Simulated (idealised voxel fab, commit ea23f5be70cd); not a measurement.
process module | voxel trench capacitor
cross-section cut | 225 nm wide | cells 5 nm
A cross-section is a grid of square cells, given in bands from the top down. A band is one or more rows of cells.
Each band's line starts with the height of the band's top and of its bottom, in nm. Then come its materials from left to right, each with its width in nm. One material with "throughout" fills the band from edge to edge. "air" is empty space.
Height 0 is the level under which the wafer as received is all one material. The lowest band goes on downwards, as in "0 down".
A width such as "30 to 40" changes by the same amount from each row of cells to the next, from the band's top row to its bottom row.
"no change" after a step means that no cell of the cross-section changed.
closed voids: empty space of 8 cells or more with no open way to the top, each as width x height at its distance from the left edge, in nm
after a step's settings: what the simulator itself notes on the step
overlay nm, on a step with a mask: how far to the right of its planned place the mask lay; to the left if negative
plan
1 op RECEIVE | material Si
2 op CONFORMAL_DEP | material SiN | thk nm 5
3 op PATTERN | tone open | mask id TRENCH | material resist | width nm 25 | pitch nm 45 | thk nm 15 | overlay nm 0
4 op DIRECTIONAL_ETCH | etch materials SiN | depth nm 5
5 op DIRECTIONAL_ETCH | etch materials Si | depth nm 40
6 op STRIP | etch materials resist
7 op CONFORMAL_DEP | material Al2O3 | thk nm 5
8 op FILL_DEP | material polySi | thk nm 5
9 op CMP | height nm 5
as received, after step 1
  0 down: Si throughout
  closed voids: none
a wafer at the end: this start, this plan, one mistake
  5 to 0: SiN 30 | Al2O3 5 | polySi 15 | Al2O3 5 | SiN 20 | Al2O3 5 | polySi 15 | Al2O3 5 | SiN 20 | Al2O3 5 | polySi 15 | Al2O3 5 | SiN 20 | Al2O3 5 | polySi 15 | Al2O3 5 | SiN 35
  0 to -25: Si 30 | Al2O3 5 | polySi 15 | Al2O3 5 | Si 20 | Al2O3 5 | polySi 15 | Al2O3 5 | Si 20 | Al2O3 5 | polySi 15 | Al2O3 5 | Si 20 | Al2O3 5 | polySi 15 | Al2O3 5 | Si 35
  -25 to -30: Si 30 | Al2O3 25 | Si 20 | Al2O3 25 | Si 20 | Al2O3 25 | Si 20 | Al2O3 25 | Si 35
  -30 down: Si throughout
  closed voids: none
what went wrong: step 5 ran as: op DIRECTIONAL_ETCH | etch materials Si | depth nm 30
